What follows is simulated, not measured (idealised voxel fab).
The name of this process module is voxel released beams.
The width of the displayed cross-section, cut, is 185 nm; its cells are square, with a size of 5 nm.
Just so we're on the same page, the cross-sections are grids of square cells, and they're listed out in bands top to bottom, each band one or more rows deep.
What a band's entry tells you: where the top is and where the bottom is, as heights in nm, and after that what lies inside, material by material from left to right, each with its width in nm. Empty space is written as the word "air", and a single material marked with the word "full width" occupies the band from edge to edge.
Below 0: as-received wafer, all one material; heights counted from there. Lowest band: no bottom, goes on down, written "0..down".
Graded width ("30 to 40"): value in top row of band = first number; value in bottom row = second number; row-to-row change constant.
When a step is marked "remains unaltered", none of the cells in the cross-section changed during that step.
The list in "Sealed void list" covers empty spaces of 8 cells or more that cannot reach the top through any open way, and it gives each as width x height at distance; the distance is from the left edge, and width, height and distance are in nm.
Read whatever lies past the settings on a step's line as the simulator's own remark about the step.
A step's line can hold "overlay nm"; with a mask on that step, the setting says how far right of the planned place the mask lay, while a negative setting says it lay to the left.
Process steps (planned):
- 1: op RECEIVE | material Si
- 2: op CONFORMAL_DEP | material SiN | thk nm 5
- 3: op DIRECTIONAL_DEP | material SiO2 | thk nm 20
- 4: op MASKED_ETCH | tone open | mask id ANCHOR | width nm 35 | etch materials SiO2 | depth nm 20 | overlay nm 0
- 5: op CONFORMAL_DEP | material W | thk nm 10
- 6: op PATTERN | tone cover | mask id BEAM | material resist | width nm 105 | thk nm 20 | overlay nm 0
- 7: op DIRECTIONAL_ETCH | etch materials W | depth nm 10
- 8: op STRIP | etch materials resist
- 9: op STRIP | etch materials SiO2
Step 1 complete: cross-section of the wafer as received:
0..down = Si full width
Sealed void list: none
The first of the two wafers as seen in cross-section once the module was finished; processing followed the plan:
35..25 = 35 of air | 15 of W | 15 of air | 75 of W | 45 of air
25..15 = 40 of air | 10 of W | 15 of air | 10 of W | 110 of air
15..5 = 40 of air | 35 of W | 110 of air
5..0 = SiN full width
0..down = Si full width
Sealed void list: none
Cross-section at end of module for the second wafer of two, which matched the first in starting point and plan and differed by one mistake in its processing:
35..25 = 35 of air | 50 of W | 100 of air
25..15 = 30 of air | 10 of W | 35 of SiO2 | 10 of W | 100 of air
15..5 = 30 of air | 10 of W | 35 of SiO2 | 65 of W | 45 of air
5..0 = SiN full width
0..down = Si full width
Sealed void list: none
Run error: step 4 was run on a setting that differed from the plan, and what really ran there is op MASKED_ETCH | tone cover | mask id ANCHOR | width nm 35 | etch materials SiO2 | depth nm 20 | overlay nm 0
It is noted that, at the conclusion of processing, the second wafer exhibits a higher or lower cell count for certain materials relative to the first: +28 SiO2
